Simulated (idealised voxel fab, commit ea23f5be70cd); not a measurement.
process module | voxel quadruple lines
cross-section cut | 165 nm wide | cells 5 nm
A cross-section is a grid of square cells, given in bands from the top down. A band is one or more rows of cells.
Each band's line starts with the height of the band's top and of its bottom, in nm. Then come its materials from left to right, each with its width in nm. One material with "throughout" fills the band from edge to edge. "air" is empty space.
Height 0 is the level under which the wafer as received is all one material. The lowest band goes on downwards, as in "0 down".
A width such as "30 to 40" changes by the same amount from each row of cells to the next, from the band's top row to its bottom row.
"no change" after a step means that no cell of the cross-section changed.
closed voids: empty space of 8 cells or more with no open way to the top, each as width x height at its distance from the left edge, in nm
after a step's settings: what the simulator itself notes on the step
overlay nm, on a step with a mask: how far to the right of its planned place the mask lay; to the left if negative
plan
1 op RECEIVE | material Si
2 op CONFORMAL_DEP | material SiO2 | thk nm 10
3 op DIRECTIONAL_DEP | material TiN | thk nm 15
4 op DIRECTIONAL_DEP | material polySi | thk nm 15
5 op DIRECTIONAL_DEP | material aC | thk nm 20
6 op PATTERN | tone cover | mask id MANDREL | material resist | width nm 25 | thk nm 30 | overlay nm 0
7 op DIRECTIONAL_ETCH | etch materials aC | depth nm 20
8 op STRIP | etch materials resist
9 op CONFORMAL_DEP | material SiO2 | thk nm 15
10 op DIRECTIONAL_ETCH | etch materials SiO2 | depth nm 15
11 op STRIP | etch materials aC
12 op DIRECTIONAL_ETCH | etch materials polySi | depth nm 15
13 op STRIP | etch materials SiO2
14 op CONFORMAL_DEP | material SiCN | thk nm 5
15 op DIRECTIONAL_ETCH | etch materials SiCN | depth nm 5
16 op STRIP | etch materials polySi
17 op DIRECTIONAL_ETCH | etch materials TiN | depth nm 15
18 op STRIP | etch materials SiCN
as received, after step 1
  0 down: Si throughout
  closed voids: none
first wafer at the end, as planned
  25 to 10: air 50 | TiN 5 | air 15 | TiN 5 | air 15 | TiN 5 | air 15 | TiN 5 | air 50
  10 to 0: SiO2 throughout
  0 down: Si throughout
  closed voids: none
second wafer at the end: like start, like plan, one mistake
  30 to 15: air 50 | TiN 5 | air 15 | TiN 5 | air 15 | TiN 5 | air 15 | TiN 5 | air 50
  15 to 0: SiO2 throughout
  0 down: Si throughout
  closed voids: none
what went wrong: step 2 ran as: op CONFORMAL_DEP | material SiO2 | thk nm 15
at the end the second wafer has, in cells: 33 more of SiO2
